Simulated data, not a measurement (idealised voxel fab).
The process module presented herein is designated voxel fin reveal.
In the cross-section labelled cut, the width is 230 nm and each square cell is 5 nm.
Format of a cross-section: grid, square cells. Given as bands. Order: top down. Band: one or more rows of cells. Top height, bottom height, nm. Materials left to right, width each, nm. Single material + "edge to edge" = fills band edge to edge. "empty" = empty. The reference from which all heights are counted is 0, the level beneath which the as-received wafer is entirely one material; the lowest band, having no lower bound, proceeds downward and is written after the example "0 down". Note: "30..40" means the width goes from the first number (top row of the band) to the second number (bottom row) in equal steps per row of cells. "left unchanged" for a step: no cell of the cross-section changed in that step. Empty spaces counting at least 8 cells and having no open way to the top are listed in "Fully closed voids". The notation width x height at distance is used for each, the distance being from the left edge and all three values in nm. Read whatever lies past the settings on a step's line as the simulator's own remark about the step. overlay nm: how far to the right of its planned place the mask lay on this masked step (negative: to the left).
### The planned process steps are enumerated hereunder
1 RECEIVE: material Si
2 CONFORMAL_DEP: material SiN, thk nm 10
3 MASKED_ETCH: tone cover, mask id FINS, width nm 15, pitch nm 45, etch materials SiN, depth nm 10, overlay nm 0
4 MASKED_ETCH: tone cover, mask id FINS, width nm 15, pitch nm 45, etch materials Si, depth nm 35, overlay nm 0
5 OXIDIZE: depth nm 5
6 FILL_DEP: material SiO2, thk nm 15
7 CMP: height nm 10
8 SELECTIVE_ETCH: etch materials SiO2, depth nm 25
9 STRIP: etch materials SiN
10 CONFORMAL_DEP: material SiO2, thk nm 5
### First out of two wafers; run went to plan
### as received, after step 1
> 0 down = Si edge to edge
> Fully closed voids: none
### Sectional view: wafer, after step 2
> 10 to 0 = SiN edge to edge
> Everything under 0 stays put, no change at all.
### Sectional view: wafer, after step 3
> 10 to 0 = empty=85 / SiN=15 / empty=30 / SiN=15 / empty=85
> Everything under 0 stays put, no change at all.
### Sectional view: wafer, after step 4
> 10 to 0 = empty=85 / SiN=15 / empty=30 / SiN=15 / empty=85
> 0 to -35 = empty=85 / Si=15 / empty=30 / Si=15 / empty=85
> Everything under -35 stays put, no change at all.
### Sectional view: wafer, after step 5
> 10 to 0 = empty=85 / SiN=15 / empty=30 / SiN=15 / empty=85
> 0 to -35 = empty=85 / SiO2=5 / Si=5 / SiO2=5 / empty=30 / SiO2=5 / Si=5 / SiO2=5 / empty=85
> -35 to -40 = SiO2=90 / Si=5 / SiO2=40 / Si=5 / SiO2=90
> Everything under -40 stays put, no change at all.
### Sectional view: wafer, after step 6
> 25 to 10 = SiO2 edge to edge
> 10 to 0 = SiO2=85 / SiN=15 / SiO2=30 / SiN=15 / SiO2=85
> 0 to -40 = SiO2=90 / Si=5 / SiO2=40 / Si=5 / SiO2=90
> Everything under -40 stays put, no change at all.
### Sectional view: wafer, after step 7
> 10 to 0 = SiO2=85 / SiN=15 / SiO2=30 / SiN=15 / SiO2=85
> Everything under 0 stays put, no change at all.
### Sectional view: wafer, after step 8
> 10 to 0 = empty=85 / SiN=15 / empty=30 / SiN=15 / empty=85
> 0 to -15 = empty=90 / Si=5 / empty=40 / Si=5 / empty=90
> Everything under -15 stays put, no change at all.
### Sectional view: wafer, after step 9
> 0 to -15 = empty=90 / Si=5 / empty=40 / Si=5 / empty=90
> Everything under -15 stays put, no change at all.
### Sectional view: wafer, after step 10
> 5 to 0 = empty=85 / SiO2=15 / empty=30 / SiO2=15 / empty=85
> 0 to -10 = empty=85 / SiO2=5 / Si=5 / SiO2=5 / empty=30 / SiO2=5 / Si=5 / SiO2=5 / empty=85
> -10 to -40 = SiO2=90 / Si=5 / SiO2=40 / Si=5 / SiO2=90
> Everything under -40 stays put, no change at all.
### The Second Wafer: Common Origin and Plan, One Mistake in Execution, Identical to the First Through Step 2
### Cross-sectional representation of the second wafer at the time designated in the plan for the completion of step 3
> 10 to 0 = empty=95 / SiN=15 / empty=30 / SiN=15 / empty=75
> Everything under 0 stays put, no change at all.
### Cross-sectional representation of the second wafer at the time designated in the plan for the completion of step 4
> 10 to 0 = empty=95 / SiN=15 / empty=30 / SiN=15 / empty=75
> 0 to -35 = empty=85 / Si=25 / empty=20 / Si=25 / empty=75
> Everything under -35 stays put, no change at all.
### Cross-sectional representation of the second wafer at the time designated in the plan for the completion of step 5
> 10 to 0 = empty=95 / SiN=15 / empty=30 / SiN=15 / empty=75
> 0 to -5 = empty=85 / SiO2=15 / Si=5 / SiO2=5 / empty=20 / SiO2=15 / Si=5 / SiO2=5 / empty=75
> -5 to -35 = empty=85 / SiO2=5 / Si=15 / SiO2=5 / empty=20 / SiO2=5 / Si=15 / SiO2=5 / empty=75
> -35 to -40 = SiO2=90 / Si=15 / SiO2=30 / Si=15 / SiO2=80
> Everything under -40 stays put, no change at all.
### Cross-sectional representation of the second wafer at the time designated in the plan for the completion of step 6
> 25 to 10 = SiO2 edge to edge
> 10 to 0 = SiO2=95 / SiN=15 / SiO2=30 / SiN=15 / SiO2=75
> 0 to -5 = SiO2=100 / Si=5 / SiO2=40 / Si=5 / SiO2=80
> -5 to -40 = SiO2=90 / Si=15 / SiO2=30 / Si=15 / SiO2=80
> Everything under -40 stays put, no change at all.
### Cross-sectional representation of the second wafer at the time designated in the plan for the completion of step 7
> 10 to 0 = SiO2=95 / SiN=15 / SiO2=30 / SiN=15 / SiO2=75
> Everything under 0 stays put, no change at all.
### Cross-sectional representation of the second wafer at the time designated in the plan for the completion of step 8
> 10 to 0 = empty=95 / SiN=15 / empty=30 / SiN=15 / empty=75
> 0 to -5 = empty=100 / Si=5 / empty=40 / Si=5 / empty=80
> -5 to -15 = empty=90 / Si=15 / empty=30 / Si=15 / empty=80
> Everything under -15 stays put, no change at all.
### Cross-sectional representation of the second wafer at the time designated in the plan for the completion of step 9
> 0 to -5 = empty=100 / Si=5 / empty=40 / Si=5 / empty=80
> Everything under -5 stays put, no change at all.
### Cross-sectional representation of the second wafer at the time designated in the plan for the completion of step 10
> 5 to 0 = empty=95 / SiO2=15 / empty=30 / SiO2=15 / empty=75
> 0 to -10 = empty=85 / SiO2=15..5 / Si=5..15 / SiO2=5 / empty=20 / SiO2=15..5 / Si=5..15 / SiO2=5 / empty=75
> -10 to -40 = SiO2=90 / Si=15 / SiO2=30 / Si=15 / SiO2=80
> Everything under -40 stays put, no change at all.
Where did the run depart from the plan? step 3 was run on a setting that differed from the plan, and what really ran there is MASKED_ETCH: tone cover, mask id FINS, width nm 15, pitch nm 45, etch materials SiN, depth nm 10, overlay nm 10
Final tally in cells, some materials are higher or lower on the second wafer than on the first: +28 Si | -20 SiO2
